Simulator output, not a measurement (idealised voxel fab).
The name of this process module is voxel self aligned contacts.
Square cell edge 5 nm, section width 240 nm, ID cut.
Cross-section format: a grid of square cells, given as bands from top to bottom; each band is one or more rows of cells. It is stipulated that each band's entry specify, in nanometres, the height of the top of the band and then that of its bottom, followed by the materials of the band in left-to-right sequence, each together with its width in nanometres. A single material marked by the word "all across" is understood to fill the band from edge to edge; the word "empty" is understood to denote empty space. Note: height 0 marks the level under which the wafer is uniformly one material as received. Lowest band unbounded below, written "z 0 and below". Width: "30->40" (first number = top row, second number = bottom row, same change from row to row of cells). "nothing got changed" (step): cross-section cells unchanged, all of them. So "Closed void list" is basically the list of trapped voids: any empty space of 8 cells or more that can't reach the top through an opening. They're written width x height at distance, the distance being from the left edge, and it's all nm. Read whatever lies past the settings on a step's line as the simulator's own remark about the step. A step's line can hold "overlay nm"; with a mask on that step, the setting says how far right of the planned place the mask lay, while a negative setting says it lay to the left.

The following list gives the planned process steps:
1: op RECEIVE | material Si
2: op OXIDIZE | depth nm 5
3: op DIRECTIONAL_DEP | material polySi | thk nm 30
4: op DIRECTIONAL_DEP | material SiN | thk nm 20
5: op PATTERN | tone cover | mask id GATE | material resist | width nm 35 | pitch nm 70 | thk nm 15 | overlay nm 0
6: op DIRECTIONAL_ETCH | etch materials SiN | depth nm 20
7: op DIRECTIONAL_ETCH | etch materials polySi | depth nm 30
8: op STRIP | etch materials resist
9: op CONFORMAL_DEP | material SiN | thk nm 10
10: op DIRECTIONAL_ETCH | etch materials SiN | depth nm 10
11: op FILL_DEP | material SiO2 | thk nm 15
12: op CMP | height nm 60
13: op DIRECTIONAL_DEP | material aC | thk nm 10
14: op PATTERN | tone open | mask id CONTACT | material resist | width nm 55 | pitch nm 70 | thk nm 30 | overlay nm 0
15: op DIRECTIONAL_ETCH | etch materials aC | depth nm 10
16: op STRIP | etch materials resist
17: op DIRECTIONAL_ETCH | etch materials SiO2 | depth nm 65
18: op STRIP | etch materials aC
19: op CONFORMAL_DEP | material TiN | thk nm 5
20: op FILL_DEP | material W | thk nm 5
21: op CMP | height nm 60
22: op CONFORMAL_DEP | material SiCN | thk nm 5

Cross-section, incoming material, after step 1:
> z 0 and below | Si all across
> Closed void list: none

Figure: cross-sectional view of the wafer upon completion of the module, processed from the initial state and according to the plan depicted above, with one error introduced during execution:
> z 65 to 60 | SiCN all across
> z 60 to 50 | SiO2 55 nm; TiN 5->25 nm; W 45->5 nm; TiN 5->25 nm; SiO2 15 nm; TiN 5->25 nm; W 45->5 nm; TiN 5->25 nm; SiO2 60 nm
> z 50 to 30 | SiO2 20 nm; SiN 55 nm; TiN 5 nm; W 5 nm; TiN 5 nm; SiN 55 nm; TiN 5 nm; W 5 nm; TiN 5 nm; SiN 55 nm; SiO2 25 nm
> z 30 to 5 | SiO2 20 nm; SiN 10 nm; polySi 35 nm; SiN 10 nm; TiN 5 nm; W 5 nm; TiN 5 nm; SiN 10 nm; polySi 35 nm; SiN 10 nm; TiN 5 nm; W 5 nm; TiN 5 nm; SiN 10 nm; polySi 35 nm; SiN 10 nm; SiO2 25 nm
> z 5 to 0 | SiO2 20 nm; SiN 10 nm; polySi 35 nm; SiN 10 nm; TiN 15 nm; SiN 10 nm; polySi 35 nm; SiN 10 nm; TiN 15 nm; SiN 10 nm; polySi 35 nm; SiN 10 nm; SiO2 25 nm
> z 0 and below | Si all across
> Closed void list: none
What broke from the plan during processing? step 2 from the plan never happened, it was just skipped
